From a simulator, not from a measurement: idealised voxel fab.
Process module heading - voxel gate over fins
Xsec cut, 160 nm wide, square cell size 5 nm.
Bands, listed from the top down, are how a cross-section gets written in this document; the cross-section itself is a grid of square cells, and a band is one or more rows of them. This entry defines a band. It first specifies the height of the band's top and the height of its bottom in nm, and then specifies the band's materials from left to right, stating each material with its width in nm. The word "throughout" identifies a single material that fills the band from edge to edge, while the word "air" identifies empty space. Heights are expressed relative to 0, this being the level below which the as-received wafer comprises one material exclusively. The lowest band is unbounded in the downward direction and is denoted as in "0 nm and below". Quick explanation for "30 to 40": the width changes in equal steps down the rows of cells, from the first number in the band's top row to the second number in its bottom row. "everything unchanged" means the step left every cell of the cross-section as it was. Entry "Fully enclosed voids" = empty spaces >= 8 cells with no open way to the top; each as width x height at distance, distance from left edge, all nm. It should be noted that, on the line of a given step, the content following the step's settings is a remark produced by the simulator itself with respect to that step. "overlay nm", when on a step's line for a step with a mask, measures how far to the right of its planned place the mask lay; a negative measure means to the left.

These are the steps we planned for the process:
- 1: RECEIVE: material Si
- 2: CONFORMAL_DEP: material SiN, thk nm 5
- 3: DIRECTIONAL_DEP: material aC, thk nm 10
- 4: PATTERN: tone cover, mask id FINS, material resist, width nm 15, pitch nm 35, thk nm 30, overlay nm 0
- 5: DIRECTIONAL_ETCH: etch materials aC, depth nm 10
- 6: STRIP: etch materials resist
- 7: DIRECTIONAL_ETCH: etch materials SiN, depth nm 5
- 8: DIRECTIONAL_ETCH: etch materials Si, depth nm 30
- 9: STRIP: etch materials aC
- 10: OXIDIZE: depth nm 5
- 11: FILL_DEP: material SiO2, thk nm 10
- 12: CMP: height nm 5
- 13: SELECTIVE_ETCH: etch materials SiO2, depth nm 15
- 14: STRIP: etch materials SiN
- 15: CONFORMAL_DEP: material HfO2, thk nm 5
- 16: CONFORMAL_DEP: material TiN, thk nm 5
- 17: CONFORMAL_DEP: material TiAl, thk nm 5
- 18: CONFORMAL_DEP: material TiN, thk nm 5
- 19: FILL_DEP: material W, thk nm 10
- 20: CMP: height nm 25
- 21: CONFORMAL_DEP: material SiCN, thk nm 5

The first of two wafers, run as planned:

As-received wafer cross-section (after step 1):
    0 nm and below = Si throughout
    Fully enclosed voids: none

How the wafer stands in section after step 2:
    5 nm to 0 nm = SiN throughout
    Note: structure below 0 unchanged.

How the wafer stands in section after step 3:
    15 nm to 5 nm = aC throughout
    Note: structure below 5 unchanged.

How the wafer stands in section after step 4:
    45 nm to 15 nm = air 55 nm, resist 15 nm, air 20 nm, resist 15 nm, air 55 nm
    Note: structure below 15 unchanged.

How the wafer stands in section after step 5:
    35 nm to 15 nm = air 55 nm, resist 15 nm, air 20 nm, resist 15 nm, air 55 nm
    15 nm to 5 nm = air 55 nm, aC 15 nm, air 20 nm, aC 15 nm, air 55 nm
    Note: structure below 5 unchanged.

How the wafer stands in section after step 6:
    15 nm to 5 nm = air 55 nm, aC 15 nm, air 20 nm, aC 15 nm, air 55 nm
    Note: structure below 5 unchanged.

How the wafer stands in section after step 7:
    15 nm to 5 nm = air 55 nm, aC 15 nm, air 20 nm, aC 15 nm, air 55 nm
    5 nm to 0 nm = air 55 nm, SiN 15 nm, air 20 nm, SiN 15 nm, air 55 nm
    Note: structure below 0 unchanged.

How the wafer stands in section after step 8:
    15 nm to 5 nm = air 55 nm, aC 15 nm, air 20 nm, aC 15 nm, air 55 nm
    5 nm to 0 nm = air 55 nm, SiN 15 nm, air 20 nm, SiN 15 nm, air 55 nm
    0 nm to -30 nm = air 55 nm, Si 15 nm, air 20 nm, Si 15 nm, air 55 nm
    Note: structure below -30 unchanged.

How the wafer stands in section after step 9:
    5 nm to 0 nm = air 55 nm, SiN 15 nm, air 20 nm, SiN 15 nm, air 55 nm
    Note: structure below 0 unchanged.

How the wafer stands in section after step 10:
    5 nm to 0 nm = air 55 nm, SiN 15 nm, air 20 nm, SiN 15 nm, air 55 nm
    0 nm to -30 nm = air 55 nm, SiO2 5 nm, Si 5 nm, SiO2 5 nm, air 20 nm, SiO2 5 nm, Si 5 nm, SiO2 5 nm, air 55 nm
    -30 nm to -35 nm = SiO2 60 nm, Si 5 nm, SiO2 30 nm, Si 5 nm, SiO2 60 nm
    Note: structure below -35 unchanged.

How the wafer stands in section after step 11:
    15 nm to 5 nm = SiO2 throughout
    5 nm to 0 nm = SiO2 55 nm, SiN 15 nm, SiO2 20 nm, SiN 15 nm, SiO2 55 nm
    0 nm to -35 nm = SiO2 60 nm, Si 5 nm, SiO2 30 nm, Si 5 nm, SiO2 60 nm
    Note: structure below -35 unchanged.

How the wafer stands in section after step 12:
    5 nm to 0 nm = SiO2 55 nm, SiN 15 nm, SiO2 20 nm, SiN 15 nm, SiO2 55 nm
    Note: structure below 0 unchanged.

How the wafer stands in section after step 13:
    5 nm to 0 nm = air 55 nm, SiN 15 nm, air 20 nm, SiN 15 nm, air 55 nm
    0 nm to -10 nm = air 60 nm, Si 5 nm, air 30 nm, Si 5 nm, air 60 nm
    Note: structure below -10 unchanged.

How the wafer stands in section after step 14:
    0 nm to -10 nm = air 60 nm, Si 5 nm, air 30 nm, Si 5 nm, air 60 nm
    Note: structure below -10 unchanged.

How the wafer stands in section after step 15:
    5 nm to 0 nm = air 55 nm, HfO2 15 nm, air 20 nm, HfO2 15 nm, air 55 nm
    0 nm to -5 nm = air 55 nm, HfO2 5 nm, Si 5 nm, HfO2 5 nm, air 20 nm, HfO2 5 nm, Si 5 nm, HfO2 5 nm, air 55 nm
    -5 nm to -10 nm = HfO2 60 nm, Si 5 nm, HfO2 30 nm, Si 5 nm, HfO2 60 nm
    Note: structure below -10 unchanged.

How the wafer stands in section after step 16:
    10 nm to 5 nm = air 50 nm, TiN 25 nm, air 10 nm, TiN 25 nm, air 50 nm
    5 nm to 0 nm = air 50 nm, TiN 5 nm, HfO2 15 nm, TiN 5 nm, air 10 nm, TiN 5 nm, HfO2 15 nm, TiN 5 nm, air 50 nm
    0 nm to -5 nm = TiN 55 nm, HfO2 5 nm, Si 5 nm, HfO2 5 nm, TiN 20 nm, HfO2 5 nm, Si 5 nm, HfO2 5 nm, TiN 55 nm
    Note: structure below -5 unchanged.

How the wafer stands in section after step 17:
    15 nm to 10 nm = air 45 nm, TiAl 70 nm, air 45 nm
    10 nm to 5 nm = air 45 nm, TiAl 5 nm, TiN 25 nm, TiAl 10 nm, TiN 25 nm, TiAl 5 nm, air 45 nm
    5 nm to 0 nm = TiAl 50 nm, TiN 5 nm, HfO2 15 nm, TiN 5 nm, TiAl 10 nm, TiN 5 nm, HfO2 15 nm, TiN 5 nm, TiAl 50 nm
    Note: structure below 0 unchanged.

How the wafer stands in section after step 18:
    20 nm to 15 nm = air 40 nm, TiN 80 nm, air 40 nm
    15 nm to 10 nm = air 40 nm, TiN 5 nm, TiAl 70 nm, TiN 5 nm, air 40 nm
    10 nm to 5 nm = TiN 45 nm, TiAl 5 nm, TiN 25 nm, TiAl 10 nm, TiN 25 nm, TiAl 5 nm, TiN 45 nm
    Note: structure below 5 unchanged.

How the wafer stands in section after step 19:
    30 nm to 20 nm = W throughout
    20 nm to 15 nm = W 40 nm, TiN 80 nm, W 40 nm
    15 nm to 10 nm = W 40 nm, TiN 5 nm, TiAl 70 nm, TiN 5 nm, W 40 nm
    Note: structure below 10 unchanged.

How the wafer stands in section after step 20:
    25 nm to 20 nm = W throughout
    Note: structure below 20 unchanged.

How the wafer stands in section after step 21:
    30 nm to 25 nm = SiCN throughout
    Note: structure below 25 unchanged.

For the second wafer, take the first wafer's start and plan, then add one mistake made in running it; everything through step 16, that step included, is shared with the first:

Second wafer, cross-section, planned end of step 17:
    25 nm to 15 nm = air 35 nm, TiAl 90 nm, air 35 nm
    15 nm to 10 nm = TiAl throughout
    10 nm to 5 nm = TiAl 50 nm, TiN 25 nm, TiAl 10 nm, TiN 25 nm, TiAl 50 nm
    5 nm to 0 nm = TiAl 50 nm, TiN 5 nm, HfO2 15 nm, TiN 5 nm, TiAl 10 nm, TiN 5 nm, HfO2 15 nm, TiN 5 nm, TiAl 50 nm
    Note: structure below 0 unchanged.

Second wafer, cross-section, planned end of step 18:
    30 nm to 25 nm = air 30 nm, TiN 100 nm, air 30 nm
    25 nm to 20 nm = air 30 nm, TiN 5 nm, TiAl 90 nm, TiN 5 nm, air 30 nm
    20 nm to 15 nm = TiN 35 nm, TiAl 90 nm, TiN 35 nm
    Note: structure below 15 unchanged.

Second wafer, cross-section, planned end of step 19:
    40 nm to 30 nm = W throughout
    30 nm to 25 nm = W 30 nm, TiN 100 nm, W 30 nm
    25 nm to 20 nm = W 30 nm, TiN 5 nm, TiAl 90 nm, TiN 5 nm, W 30 nm
    Note: structure below 20 unchanged.

Second wafer, cross-section, planned end of step 20:
    25 nm to 20 nm = W 30 nm, TiN 5 nm, TiAl 90 nm, TiN 5 nm, W 30 nm
    Note: structure below 20 unchanged.

Second wafer, cross-section, planned end of step 21:
    30 nm to 25 nm = SiCN throughout
    Note: structure below 25 unchanged.
Deviation noted in wafer processing: the process deviated at step 17: the operation and settings actually run there were CONFORMAL_DEP: material TiAl, thk nm 15
It is noted that, at the conclusion of processing, the second wafer exhibits a higher or lower cell count for certain materials relative to the first: +72 TiAl; -20 TiN; -52 W
